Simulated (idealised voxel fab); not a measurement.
The process module that follows is named voxel released beams.
Pictured: cross-section cut, 155 nm wide, on a grid of 5 nm square cells.
Each cross-section below is a grid of square cells, stated as bands in top-down order, with one or more rows of cells making up each band.
The band entry comprises the height of the band's top followed by the height of its bottom, expressed in nm, and subsequently the band's materials from left to right, each stated together with its width in nm. Where a single material is marked with the word "full width", that material fills the band from edge to edge. The word "air" represents empty space.
The level at which height equals 0 is the one under which the wafer, as it arrives, is entirely one material. No lower edge exists for the bottom band, which continues downward and is notated as in "0 down".
Note: "30->40" means the width goes from the first number (top row of the band) to the second number (bottom row) in equal steps per row of cells.
Where a step carries "remains unaltered", the cross-section came out of it unchanged, cell for cell.
"Closed voids list" enumerates empty spaces isolated from the top, with no open way to it, that contain at least 8 cells, giving each as width x height at distance from the left edge, all three in nm.
Step line, after settings: the simulator's comment on this step.
overlay nm: step with mask; distance mask lay right of planned place; negative value = left of planned place.

Process steps foreseen in the plan
- 1: RECEIVE: material Si
- 2: CONFORMAL_DEP: material Al2O3, thk nm 10
- 3: DIRECTIONAL_DEP: material SiO2, thk nm 10
- 4: DIRECTIONAL_DEP: material aC, thk nm 15
- 5: PATTERN: tone open, mask id ANCHOR, material resist, width nm 40, thk nm 35, overlay nm -15
- 6: DIRECTIONAL_ETCH: etch materials aC, depth nm 15
- 7: STRIP: etch materials resist
- 8: DIRECTIONAL_ETCH: etch materials SiO2, depth nm 10
- 9: STRIP: etch materials aC
- 10: CONFORMAL_DEP: material SiN, thk nm 15
- 11: MASKED_ETCH: tone cover, mask id BEAM, width nm 90, etch materials SiN, depth nm 15, overlay nm 0
- 12: STRIP: etch materials SiO2
Every wafer here starts from the same state; it is the step 5 overlay nm that distinguishes them, and the value the plan gives belongs to the first wafer.

First of several wafers (as received, post step 1), cross-sectional view
    0 down | Si full width
    Closed voids list: none

What follows is a table in which each wafer occupies a row; for the wafer as it stands at the close of the module, the row states, material by material, how many cells have been gained (+) or lost (-) since receipt, and then gives its closed voids
overlay nm -15, +62 Al2O3, +66 SiN, Closed voids list: none
overlay nm -10, +62 Al2O3, +66 SiN, Closed voids list: none
overlay nm -5, +62 Al2O3, +66 SiN, Closed voids list: none
overlay nm 0, +62 Al2O3, +66 SiN, Closed voids list: none
overlay nm 5, +62 Al2O3, +66 SiN, Closed voids list: none
overlay nm 10, +62 Al2O3, +66 SiN, Closed voids list: none
overlay nm 15, +62 Al2O3, +66 SiN, Closed voids list: none
